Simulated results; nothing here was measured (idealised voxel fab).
A process module follows: voxel wiring stack.
In the cross-section labelled cut, the width is 230 nm and each square cell is 5 nm.
Throughout this document, each cross-section is represented as a grid of square cells and is presented as a sequence of bands enumerated from the top downward, where a band comprises one or more rows of cells. The entry gives the band's vertical extent as a top height and a bottom height in nm, then its horizontal make-up as materials from left to right, each with a width in nm. "air" stands for empty space; a single material marked "all across" fills the band edge to edge. Heights are reckoned from 0. Under this level, the received wafer is all of one material. The bottommost band is open-ended downward, for example "0..down". Quick explanation for "30..40": the width changes in equal steps down the rows of cells, from the first number in the band's top row to the second number in its bottom row. Step marked "nothing was modified"? Then no cell in the cross-section changed in it. Look at "Sealed-off cavities" for the closed voids: empty spaces with no open path to the top, sized 8 cells or up. Each is width x height at distance, distance from the left edge, all nm. The remark found on a step's line after its settings is issued by the simulator itself and pertains to that step. Among the settings permitted on a step's line is "overlay nm"; applied to a step with a mask, it specifies the extent to which the mask lay to the right of its planned position, whereas a negative figure signifies a position to the left.
Steps planned for the process:
- 1: op RECEIVE | material Si
- 2: op CONFORMAL_DEP | material SiO2 | thk nm 10
- 3: op DIRECTIONAL_DEP | material TiN | thk nm 5
- 4: op DIRECTIONAL_DEP | material W | thk nm 15
- 5: op MASKED_ETCH | tone cover | mask id METAL_1 | width nm 30 | pitch nm 60 | etch materials W | depth nm 15 | overlay nm 0
- 6: op MASKED_ETCH | tone cover | mask id METAL_1 | width nm 30 | pitch nm 60 | etch materials TiN | depth nm 5 | overlay nm 0
- 7: op FILL_DEP | material SiO2 | thk nm 5
- 8: op CMP | height nm 30
- 9: op CONFORMAL_DEP | material SiCN | thk nm 5
- 10: op DIRECTIONAL_DEP | material SiO2 | thk nm 25
- 11: op DIRECTIONAL_DEP | material aC | thk nm 10
- 12: op PATTERN | tone open | mask id METAL_2_HOLES | material resist | width nm 15 | pitch nm 60 | thk nm 25 | overlay nm 0
- 13: op DIRECTIONAL_ETCH | etch materials aC | depth nm 10
- 14: op STRIP | etch materials resist
- 15: op DIRECTIONAL_ETCH | etch materials SiO2 | depth nm 25
- 16: op STRIP | etch materials aC
- 17: op PATTERN | tone open | mask id METAL_2 | material resist | width nm 30 | pitch nm 60 | thk nm 20 | overlay nm 0
- 18: op DIRECTIONAL_ETCH | etch materials SiO2 | depth nm 15
- 19: op DIRECTIONAL_ETCH | etch materials SiCN | depth nm 5
- 20: op STRIP | etch materials resist
- 21: op CONFORMAL_DEP | material TiN | thk nm 5
- 22: op FILL_DEP | material Cu | thk nm 5
- 23: op CMP | height nm 60
- 24: op CONFORMAL_DEP | material SiCN | thk nm 5
As-received state of the wafer in cross-section, equivalent to post-step 1:
> 0..down  Si all across
> Sealed-off cavities: none
Cross-sectional image of the first of two wafers at the end of the module, the run having proceeded as planned:
> 65..60  SiCN all across
> 60..50  40 nm SiO2 / 5 nm TiN / 20 nm Cu / 5 nm TiN / 30 nm SiO2 / 5 nm TiN / 20 nm Cu / 5 nm TiN / 30 nm SiO2 / 5 nm TiN / 20 nm Cu / 5 nm TiN / 40 nm SiO2
> 50..45  40 nm SiO2 / 5 nm TiN / 5 nm Cu / 20 nm TiN / 30 nm SiO2 / 5 nm TiN / 5 nm Cu / 20 nm TiN / 30 nm SiO2 / 5 nm TiN / 5 nm Cu / 20 nm TiN / 40 nm SiO2
> 45..35  40 nm SiO2 / 5 nm TiN / 5 nm Cu / 5 nm TiN / 45 nm SiO2 / 5 nm TiN / 5 nm Cu / 5 nm TiN / 45 nm SiO2 / 5 nm TiN / 5 nm Cu / 5 nm TiN / 55 nm SiO2
> 35..30  40 nm SiCN / 15 nm TiN / 45 nm SiCN / 15 nm TiN / 45 nm SiCN / 15 nm TiN / 55 nm SiCN
> 30..15  40 nm SiO2 / 30 nm W / 30 nm SiO2 / 30 nm W / 30 nm SiO2 / 30 nm W / 40 nm SiO2
> 15..10  40 nm SiO2 / 30 nm TiN / 30 nm SiO2 / 30 nm TiN / 30 nm SiO2 / 30 nm TiN / 40 nm SiO2
> 10..0  SiO2 all across
> 0..down  Si all across
> Sealed-off cavities: none
Second wafer at the end: like start, like plan, one mistake:
> 65..60  SiCN all across
> 60..50  40 nm SiO2 / 5 nm TiN / 20 nm Cu / 5 nm TiN / 30 nm SiO2 / 5 nm TiN / 20 nm Cu / 5 nm TiN / 30 nm SiO2 / 5 nm TiN / 20 nm Cu / 5 nm TiN / 40 nm SiO2
> 50..45  40 nm SiO2 / 5 nm TiN / 5 nm Cu / 20 nm TiN / 30 nm SiO2 / 5 nm TiN / 5 nm Cu / 20 nm TiN / 30 nm SiO2 / 5 nm TiN / 5 nm Cu / 20 nm TiN / 40 nm SiO2
> 45..35  40 nm SiO2 / 5 nm TiN / 5 nm Cu / 5 nm TiN / 45 nm SiO2 / 5 nm TiN / 5 nm Cu / 5 nm TiN / 45 nm SiO2 / 5 nm TiN / 5 nm Cu / 5 nm TiN / 55 nm SiO2
> 35..30  40 nm SiCN / 15 nm TiN / 45 nm SiCN / 15 nm TiN / 45 nm SiCN / 15 nm TiN / 55 nm SiCN
> 30..25  SiO2 all across
> 25..10  40 nm SiO2 / 30 nm W / 30 nm SiO2 / 30 nm W / 30 nm SiO2 / 30 nm W / 40 nm SiO2
> 10..0  SiO2 all across
> 0..down  Si all across
> Sealed-off cavities: none
In executing the process, a mistake was made relative to the plan: step 3 of the plan was omitted and not executed
Wafer comparison, final, in cells, second relative to first, materials more or fewer: 18 more of SiO2; 18 fewer of TiN
